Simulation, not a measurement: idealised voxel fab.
process module | voxel wiring stack
cross-section cut | 170 nm wide | cells 5 nm
A cross-section is a grid of square cells, given in bands from the top down. A band is one or more rows of cells.
Each band's line starts with the height of the band's top and of its bottom, in nm. Then come its materials from left to right, each with its width in nm. One material with "throughout" fills the band from edge to edge. "air" is empty space.
Height 0 is the level under which the wafer as received is all one material. The lowest band goes on downwards, as in "0 down".
A width such as "30 to 40" changes by the same amount from each row of cells to the next, from the band's top row to its bottom row.
"no change" after a step means that no cell of the cross-section changed.
closed voids: empty space of 8 cells or more with no open way to the top, each as width x height at its distance from the left edge, in nm
after a step's settings: what the simulator itself notes on the step
overlay nm, on a step with a mask: how far to the right of its planned place the mask lay; to the left if negative
plan
1 op RECEIVE | material Si
2 op CONFORMAL_DEP | material SiO2 | thk nm 10
3 op DIRECTIONAL_DEP | material TiN | thk nm 5
4 op DIRECTIONAL_DEP | material Ru | thk nm 25
5 op PATTERN | tone cover | mask id METAL_1 | material resist | width nm 20 | pitch nm 45 | thk nm 20 | overlay nm 0
6 op DIRECTIONAL_ETCH | etch materials Ru | depth nm 25
7 op DIRECTIONAL_ETCH | etch materials TiN | depth nm 5
8 op STRIP | etch materials resist
9 op CONFORMAL_DEP | material SiN | thk nm 5
10 op FILL_DEP | material lowk | thk nm 10
11 op CMP | height nm 40
12 op CONFORMAL_DEP | material SiCN | thk nm 5
13 op DIRECTIONAL_DEP | material SiO2 | thk nm 10
14 op DIRECTIONAL_DEP | material aC | thk nm 10
15 op PATTERN | tone open | mask id PLUG_1 | material resist | width nm 15 | pitch nm 45 | thk nm 30 | overlay nm 0
16 op DIRECTIONAL_ETCH | etch materials aC | depth nm 10
17 op STRIP | etch materials resist
18 op DIRECTIONAL_ETCH | etch materials SiO2 | depth nm 10
19 op DIRECTIONAL_ETCH | etch materials SiCN | depth nm 5
20 op STRIP | etch materials aC
21 op CONFORMAL_DEP | material TiN | thk nm 5
22 op FILL_DEP | material Cu | thk nm 5
23 op CMP | height nm 55
24 op DIRECTIONAL_DEP | material TiN | thk nm 5
25 op DIRECTIONAL_DEP | material Ru | thk nm 20
26 op PATTERN | tone cover | mask id METAL_2 | material resist | width nm 20 | pitch nm 45 | thk nm 15 | overlay nm 0
27 op DIRECTIONAL_ETCH | etch materials Ru | depth nm 20
28 op DIRECTIONAL_ETCH | etch materials TiN | depth nm 5
29 op STRIP | etch materials resist
30 op FILL_DEP | material lowk | thk nm 5
31 op CMP | height nm 80
32 op CONFORMAL_DEP | material SiCN | thk nm 5
as received, after step 1
  0 down: Si throughout
  closed voids: none
first wafer at the end, as planned
  85 to 80: SiCN throughout
  80 to 60: lowk 50 | Ru 20 | lowk 25 | Ru 20 | lowk 55
  60 to 55: lowk 50 | TiN 20 | lowk 25 | TiN 20 | lowk 55
  55 to 45: SiO2 50 | TiN 5 | Cu 5 | TiN 5 | SiO2 30 | TiN 5 | Cu 5 | TiN 5 | SiO2 60
  45 to 40: SiCN 50 | TiN 15 | SiCN 30 | TiN 15 | SiCN 60
  40 to 15: lowk 45 | SiN 5 | Ru 20 | SiN 5 | lowk 15 | SiN 5 | Ru 20 | SiN 5 | lowk 50
  15 to 10: SiN 50 | TiN 20 | SiN 25 | TiN 20 | SiN 55
  10 to 0: SiO2 throughout
  0 down: Si throughout
  closed voids: none
second wafer at the end: like start, like plan, one mistake
  85 to 80: SiCN throughout
  80 to 60: Ru 50 | lowk 20 | Ru 25 | lowk 20 | Ru 55
  60 to 55: TiN 50 | lowk 20 | TiN 25 | lowk 20 | TiN 55
  55 to 45: SiO2 50 | TiN 5 | Cu 5 | TiN 5 | SiO2 30 | TiN 5 | Cu 5 | TiN 5 | SiO2 60
  45 to 40: SiCN 50 | TiN 15 | SiCN 30 | TiN 15 | SiCN 60
  40 to 15: lowk 45 | SiN 5 | Ru 20 | SiN 5 | lowk 15 | SiN 5 | Ru 20 | SiN 5 | lowk 50
  15 to 10: SiN 50 | TiN 20 | SiN 25 | TiN 20 | SiN 55
  10 to 0: SiO2 throughout
  0 down: Si throughout
  closed voids: none
what went wrong: step 26 ran as: op PATTERN | tone open | mask id METAL_2 | material resist | width nm 20 | pitch nm 45 | thk nm 15 | overlay nm 0
at the end the second wafer has, in cells: 72 more of Ru | 18 more of TiN | 90 fewer of lowk
